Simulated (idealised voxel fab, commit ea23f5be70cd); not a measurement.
The process module presented herein is designated voxel released beams.
Cross-section cut spans 195 nm and uses square cells 5 nm in size.
For the purposes of this document, a cross-section shall be understood as a grid of square cells, specified as bands listed in top-to-bottom order, each band consisting of one or more rows of cells. Band entry format. Leading values: height of top, height of bottom, nm. Remainder: materials in left-to-right order, each with its width in nm. Special words: "full width" on a single material, which then fills the band edge to edge; "blank", empty space. Measure heights from 0. That's the level where, below it, the as-received wafer is all one material. The lowest band is bottomless and extends downward; write it as in "0 nm and below". A width given as "30..40" starts at the first number in the band's top row and ends at the second number in its bottom row, shifting by an equal amount at every step from row to row. Any step labelled "all unchanged" changed none of the cells in the cross-section. Basically, "Closed cavity list" tells you about the enclosed voids: empty spaces with no open way to the top, 8 cells or bigger, each written width x height at distance, where distance is from the left edge, all in nm. Anything after a step's settings on that line? It's the simulator's own note about the step. Each step line may optionally specify "overlay nm", which for a step with a mask gives the rightward distance between the mask's planned place and where it lay, a negative value indicating the leftward direction.

The planned process steps are enumerated hereunder:
1 op RECEIVE | material Si
2 op CONFORMAL_DEP | material SiN | thk nm 5
3 op DIRECTIONAL_DEP | material SiO2 | thk nm 10
4 op MASKED_ETCH | tone open | mask id ANCHOR | width nm 45 | etch materials SiO2 | depth nm 10 | overlay nm 0
5 op CONFORMAL_DEP | material TiN | thk nm 15
6 op DIRECTIONAL_DEP | material aC | thk nm 10
7 op PATTERN | tone cover | mask id BEAM | material resist | width nm 110 | thk nm 30 | overlay nm 0
8 op DIRECTIONAL_ETCH | etch materials aC | depth nm 10
9 op STRIP | etch materials resist
10 op DIRECTIONAL_ETCH | etch materials TiN | depth nm 15
11 op STRIP | etch materials aC
12 op STRIP | etch materials SiO2
For this document, wafers share an identical start and vary in the step 7 width nm; the plan quotes the first wafer's value.

Here's the first of the wafers in cross-section, just as we got it, i.e. after step 1:
- 0 nm and below = Si full width
- Closed cavity list: none

What follows is a table in which each wafer occupies a row; for the wafer as it stands at the close of the module, the row states, material by material, how many cells have been gained (+) or lost (-) since receipt, and then gives its closed voids:
width nm 110, +39 SiN, +78 TiN, Closed cavity list: none
width nm 115, +39 SiN, +81 TiN, Closed cavity list: none
width nm 120, +39 SiN, +84 TiN, Closed cavity list: none
width nm 125, +39 SiN, +87 TiN, Closed cavity list: none
width nm 130, +39 SiN, +90 TiN, Closed cavity list: none
width nm 135, +39 SiN, +93 TiN, Closed cavity list: none
